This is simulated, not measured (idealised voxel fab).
The name of this process module is voxel spacer lines.
The cross-section shown here is cut; it is 280 nm wide and divided into square cells measuring 5 nm on a side.
Notation: cross-section as square-cell grid; stated in bands, top first, going down; one or more cell rows per band.
Heights first: top, then bottom, in nm. Then materials, left to right, each with a width in nm. "all across" on a single material: fills the band edge to edge. "blank": empty space.
All heights in this document are referenced to 0, defined as the level beneath which the wafer, as received, consists entirely of one material. The lowest band is not bounded below; it extends indefinitely downward and is written in the form "0 -> down".
The two numbers in a width such as "30 to 40" mark its ends across the band: the first belongs to the top row of cells, the second to the bottom row, and from each row to the next the width moves by the same amount.
You'll sometimes find "no change occurred" written for a step, and that's the way of saying that nowhere in the cross-section did a cell change during that step.
What "Completely enclosed voids" gives you is every empty space of 8 cells or more that is cut off from the top. Each appears as width x height at distance, with the distance taken from the left edge and width, height and distance all in nm.
Step line, after settings: the simulator's comment on this step.
The setting "overlay nm" may be written on the line of a step. When the step uses a mask, the value reports how far to the right of the planned place the mask lay, and a negative value reports that it lay to the left.

So here's the lineup of process steps we planned
1. op RECEIVE | material Si
2. op CONFORMAL_DEP | material Al2O3 | thk nm 10
3. op DIRECTIONAL_DEP | material SiN | thk nm 10
4. op DIRECTIONAL_DEP | material aC | thk nm 20
5. op PATTERN | tone cover | mask id MANDREL | material resist | width nm 25 | pitch nm 70 | thk nm 30 | overlay nm 0
6. op DIRECTIONAL_ETCH | etch materials aC | depth nm 20
7. op STRIP | etch materials resist
8. op CONFORMAL_DEP | material SiO2 | thk nm 5
9. op DIRECTIONAL_ETCH | etch materials SiO2 | depth nm 10
10. op STRIP | etch materials aC
11. op DIRECTIONAL_ETCH | etch materials SiN | depth nm 10
12. op STRIP | etch materials SiO2
Where the wafers of this document differ is in the thk nm of step 8; they start out the same, and the plan states the value that applied to the first wafer.

Received condition of the first of several wafers, sectioned: post-step 1
0 -> down  Si all across
Completely enclosed voids: none

At the end of the module, after its last step, step 12, the first of several wafers appears in cross-section as follows
20 -> 10  blank=50, then SiN=5, then blank=25, then SiN=5, then blank=35, then SiN=5, then blank=25, then SiN=5, then blank=35, then SiN=5, then blank=25, then SiN=5, then blank=55
10 -> 0  Al2O3 all across
0 -> down  Si all across
Completely enclosed voids: none

Cross-section of the last wafer at end of module
40 -> 20  blank=55, then aC=25, then blank=45, then aC=25, then blank=45, then aC=25, then blank=60
20 -> 10  SiN all across
10 -> 0  Al2O3 all across
0 -> down  Si all across
Completely enclosed voids: none

Per-wafer rows below. For each material: cells gained (+) or lost (-) since the wafer was received, as of end of module. Then: closed voids
thk nm 5 | +112 Al2O3 | +12 SiN | Completely enclosed voids: none
thk nm 10 | +112 Al2O3 | +24 SiN | Completely enclosed voids: none
thk nm 15 | +112 Al2O3 | +112 SiN | +60 aC | Completely enclosed voids: none
thk nm 20 | +112 Al2O3 | +112 SiN | +60 aC | Completely enclosed voids: none
thk nm 25 | +112 Al2O3 | +112 SiN | +60 aC | Completely enclosed voids: none
